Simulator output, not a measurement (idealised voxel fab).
Process module, titled voxel released beams
Square cells of 5 nm make up the cross-section cut, whose width is 185 nm.
If you're reading a cross-section in this doc, picture square cells in a grid; it comes to you as bands, top ones listed first down to the bottom, and a band can be one or more rows of cells.
First you get the band's top height and its bottom height, in nm, and then the materials it's made of, left to right, with each width in nm. If you see a single material with "edge to edge", that one covers the band edge to edge. "empty" is empty space.
Height reference: 0 = level under which incoming wafer is all one material. Lowest band: no bottom, runs on downward, e.g. "0 nm and below".
Think of "30->40" as a width that walks from the first number to the second as you go down the band, top row to bottom row, taking equal-sized steps from row to row.
Where the words "remained unchanged" appear for a step, the cross-section shows no cell changed by that step; every cell remained as before.
The entry titled "Fully closed voids" provides the empty spaces that have no open way to the top, restricted to those of 8 cells or more. Each is presented as width x height at distance, the distance being measured from the left edge, with all three in nm.
Past the settings on a step's line: simulator remark, on that step.
The setting "overlay nm" may be written on the line of a step. When the step uses a mask, the value reports how far to the right of the planned place the mask lay, and a negative value reports that it lay to the left.
PLANNED PROCESS STEPS
| 1 | RECEIVE [material Si] |
| 2 | CONFORMAL_DEP [material SiN] [thk nm 5] |
| 3 | DIRECTIONAL_DEP [material SiO2] [thk nm 20] |
| 4 | MASKED_ETCH [tone open] [mask id ANCHOR] [width nm 35] [etch materials SiO2] [depth nm 20] [overlay nm 0] |
| 5 | CONFORMAL_DEP [material W] [thk nm 10] |
| 6 | PATTERN [tone cover] [mask id BEAM] [material resist] [width nm 105] [thk nm 20] [overlay nm 0] |
| 7 | DIRECTIONAL_ETCH [etch materials W] [depth nm 10] |
| 8 | STRIP [etch materials resist] |
| 9 | STRIP [etch materials SiO2] |
WHAT FOLLOWS COVERS THE FIRST OF TWO WAFERS; IT RAN AS PLANNED
INCOMING WAFER IN CROSS-SECTION (STATE: AFTER STEP 1)
- 0 nm and below: Si edge to edge
- Fully closed voids: none
TAKE A LOOK AT THE WAFER'S CROSS-SECTION AFTER STEP 2
- 5 nm to 0 nm: SiN edge to edge
- Everything below 0 is unchanged.
TAKE A LOOK AT THE WAFER'S CROSS-SECTION AFTER STEP 3
- 25 nm to 5 nm: SiO2 edge to edge
- Everything below 5 is unchanged.
TAKE A LOOK AT THE WAFER'S CROSS-SECTION AFTER STEP 4
- 25 nm to 5 nm: SiO2=40; empty=35; SiO2=110
- Everything below 5 is unchanged.
TAKE A LOOK AT THE WAFER'S CROSS-SECTION AFTER STEP 5
- 35 nm to 25 nm: W=50; empty=15; W=120
- 25 nm to 15 nm: SiO2=40; W=10; empty=15; W=10; SiO2=110
- 15 nm to 5 nm: SiO2=40; W=35; SiO2=110
- Everything below 5 is unchanged.
TAKE A LOOK AT THE WAFER'S CROSS-SECTION AFTER STEP 6
- 55 nm to 35 nm: empty=35; resist=105; empty=45
- 35 nm to 25 nm: W=50; resist=15; W=120
- 25 nm to 15 nm: SiO2=40; W=10; resist=15; W=10; SiO2=110
- Everything below 15 is unchanged.
TAKE A LOOK AT THE WAFER'S CROSS-SECTION AFTER STEP 7
- 55 nm to 35 nm: empty=35; resist=105; empty=45
- 35 nm to 25 nm: empty=35; W=15; resist=15; W=75; empty=45
- Everything below 25 is unchanged.
TAKE A LOOK AT THE WAFER'S CROSS-SECTION AFTER STEP 8
- 35 nm to 25 nm: empty=35; W=15; empty=15; W=75; empty=45
- 25 nm to 15 nm: SiO2=40; W=10; empty=15; W=10; SiO2=110
- Everything below 15 is unchanged.
TAKE A LOOK AT THE WAFER'S CROSS-SECTION AFTER STEP 9
- 35 nm to 25 nm: empty=35; W=15; empty=15; W=75; empty=45
- 25 nm to 15 nm: empty=40; W=10; empty=15; W=10; empty=110
- 15 nm to 5 nm: empty=40; W=35; empty=110
- Everything below 5 is unchanged.
SECOND WAFER - SHARED START AND PLAN WITH THE FIRST - ONE ERROR IN RUNNING - SAME AS THE FIRST UP TO STEP 1 INCLUSIVE
AT THE PLANNED END OF STEP 2, THE SECOND WAFER IN CROSS-SECTION
- 20 nm to 0 nm: SiO2 edge to edge
- Everything below 0 is unchanged.
AT THE PLANNED END OF STEP 3, THE SECOND WAFER IN CROSS-SECTION
- 25 nm to 20 nm: SiN edge to edge
- Everything below 20 is unchanged.
At the planned end of step 4, the second wafer in cross-section: remained unchanged
AT THE PLANNED END OF STEP 5, THE SECOND WAFER IN CROSS-SECTION
- 35 nm to 25 nm: W edge to edge
- Everything below 25 is unchanged.
AT THE PLANNED END OF STEP 6, THE SECOND WAFER IN CROSS-SECTION
- 55 nm to 35 nm: empty=35; resist=105; empty=45
- Everything below 35 is unchanged.
AT THE PLANNED END OF STEP 7, THE SECOND WAFER IN CROSS-SECTION
- 55 nm to 35 nm: empty=35; resist=105; empty=45
- 35 nm to 25 nm: empty=35; W=105; empty=45
- Everything below 25 is unchanged.
AT THE PLANNED END OF STEP 8, THE SECOND WAFER IN CROSS-SECTION
- 35 nm to 25 nm: empty=35; W=105; empty=45
- Everything below 25 is unchanged.
At the planned end of step 9, the second wafer in cross-section: remained unchanged
In executing the process, a mistake was made relative to the plan: deviation from plan: step 3 and step 2 executed in one another's positions
It is noted that, at the conclusion of processing, the second wafer exhibits a higher or lower cell count for certain materials relative to the first: SiO2 +148; W -16
